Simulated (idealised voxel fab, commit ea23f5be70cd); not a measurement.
The process module that follows is named voxel ribs on slabs.
We display cut, a cross-section 270 nm in width whose square cells are each 5 nm.
If you're reading a cross-section in this doc, picture square cells in a grid; it comes to you as bands, top ones listed first down to the bottom, and a band can be one or more rows of cells.
Band: top height; bottom height; in nm. Then, left to right: material with width in nm, for each material. "all across": a single material spanning edge to edge. "blank": empty space.
Height 0 is the level under which the wafer as received is all one material. The lowest band goes on downwards, as in "from 0 down".
Width "30 to 40": first value at the band's top row of cells, second value at its bottom row, equal change from row to row.
The designation "remained the same", where it is given for a processing step, indicates that no cell of the cross-section was altered in the course of that step.
The entry titled "Entrapped void list" provides the empty spaces that have no open way to the top, restricted to those of 8 cells or more. Each is presented as width x height at distance, the distance being measured from the left edge, with all three in nm.
Step line, after settings: the simulator's comment on this step.
Each step line may optionally specify "overlay nm", which for a step with a mask gives the rightward distance between the mask's planned place and where it lay, a negative value indicating the leftward direction.
Below is the list of planned process steps
- 1: RECEIVE: material Si
- 2: DIRECTIONAL_DEP: material SiO2, thk nm 20
- 3: DIRECTIONAL_DEP: material polySi, thk nm 15
- 4: MASKED_ETCH: tone cover, mask id RIB, width nm 30, etch materials polySi, depth nm 5, overlay nm 0
- 5: PATTERN: tone cover, mask id SLAB, material resist, width nm 60, thk nm 15, overlay nm 0
- 6: DIRECTIONAL_ETCH: etch materials polySi, depth nm 10
- 7: STRIP: etch materials resist
- 8: FILL_DEP: material SiO2, thk nm 20
- 9: CMP: height nm 50
- 10: DIRECTIONAL_DEP: material W, thk nm 5
- 11: DIRECTIONAL_DEP: material aC, thk nm 10
- 12: PATTERN: tone cover, mask id HEATER, material resist, width nm 40, thk nm 25, overlay nm 0
- 13: DIRECTIONAL_ETCH: etch materials aC, depth nm 10
- 14: STRIP: etch materials resist
- 15: DIRECTIONAL_ETCH: etch materials W, depth nm 5
- 16: STRIP: etch materials aC
- 17: CONFORMAL_DEP: material SiO2, thk nm 5
Cross-section, incoming material, after step 1
  from 0 down = Si all across
  Entrapped void list: none
Cross-sectional view of the first of the two wafers upon completion of the module, processed in accordance with the plan
  from 60 to 55 = 110 blank; 50 SiO2; 110 blank
  from 55 to 50 = 115 SiO2; 40 W; 115 SiO2
  from 50 to 35 = SiO2 all across
  from 35 to 30 = 120 SiO2; 30 polySi; 120 SiO2
  from 30 to 20 = 105 SiO2; 60 polySi; 105 SiO2
  from 20 to 0 = SiO2 all across
  from 0 down = Si all across
  Entrapped void list: none
Module end: cross-section of wafer two of two. Same start and process plan as the first wafer. One mistake during execution
  from 60 to 55 = 120 SiO2; 30 blank; 120 SiO2
  from 55 to 50 = 115 W; 40 SiO2; 115 W
  from 50 to 35 = SiO2 all across
  from 35 to 30 = 120 SiO2; 30 polySi; 120 SiO2
  from 30 to 20 = 105 SiO2; 60 polySi; 105 SiO2
  from 20 to 0 = SiO2 all across
  from 0 down = Si all across
  Entrapped void list: none
Want to know what went wrong? note that step 12 departed from the planned setting and was carried out as PATTERN: tone open, mask id HEATER, material resist, width nm 40, thk nm 25, overlay nm 0
Upon completion, the second wafer contains, in terms of cells, a greater or smaller amount of certain materials than the first wafer: W +38
